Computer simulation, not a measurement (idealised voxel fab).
Module name: voxel fin reveal (process module)
We display cut, a cross-section 175 nm in width whose square cells are each 5 nm.
Each cross-section below is a grid of square cells, stated as bands in top-down order, with one or more rows of cells making up each band. Band entry format. Leading values: height of top, height of bottom, nm. Remainder: materials in left-to-right order, each with its width in nm. Special words: "full width" on a single material, which then fills the band edge to edge; "air", empty space. The reference from which all heights are counted is 0, the level beneath which the as-received wafer is entirely one material; the lowest band, having no lower bound, proceeds downward and is written after the example "0 -> down". Think of "30 to 40" as a width that walks from the first number to the second as you go down the band, top row to bottom row, taking equal-sized steps from row to row. A step reported as "no alteration" is a step in which no cell of the cross-section changed. "Non-vented voids" specifies each empty space that is not open to the top and that occupies no fewer than 8 cells, using the form width x height at distance, the distance measured from the left edge and all three quantities in nm. That trailing text on a step's line, after the settings, is the simulator's own remark on the step. "overlay nm" answers the question of how far to the right of plan the mask lay on a step that has a mask, and when it is negative the answer is to the left.
## Here's what the planned process steps look like
1: op RECEIVE | material Si
2: op CONFORMAL_DEP | material SiN | thk nm 5
3: op MASKED_ETCH | tone cover | mask id FINS | width nm 15 | pitch nm 40 | etch materials SiN | depth nm 5 | overlay nm 0
4: op MASKED_ETCH | tone cover | mask id FINS | width nm 15 | pitch nm 40 | etch materials Si | depth nm 30 | overlay nm 0
5: op FILL_DEP | material SiO2 | thk nm 10
6: op CMP | height nm 5
7: op SELECTIVE_ETCH | etch materials SiO2 | depth nm 25
8: op STRIP | etch materials SiN
## Cross-section of the wafer at receipt, which is the condition after step 1
	0 -> down = Si full width
	Non-vented voids: none
## What the wafer looks like in cross-section after this module, when it starts as shown above and follows the plan above but one mistake is made in running it
	0 -> -20 = 40 nm air | 15 nm Si | 25 nm air | 15 nm Si | 25 nm air | 15 nm Si | 40 nm air
	-20 -> -25 = 40 nm SiO2 | 15 nm Si | 25 nm SiO2 | 15 nm Si | 25 nm SiO2 | 15 nm Si | 40 nm SiO2
	-25 -> down = Si full width
	Non-vented voids: none
So what did we get wrong on this run? not per plan at step 4, really ran op MASKED_ETCH | tone cover | mask id FINS | width nm 15 | pitch nm 40 | etch materials Si | depth nm 25 | overlay nm 0
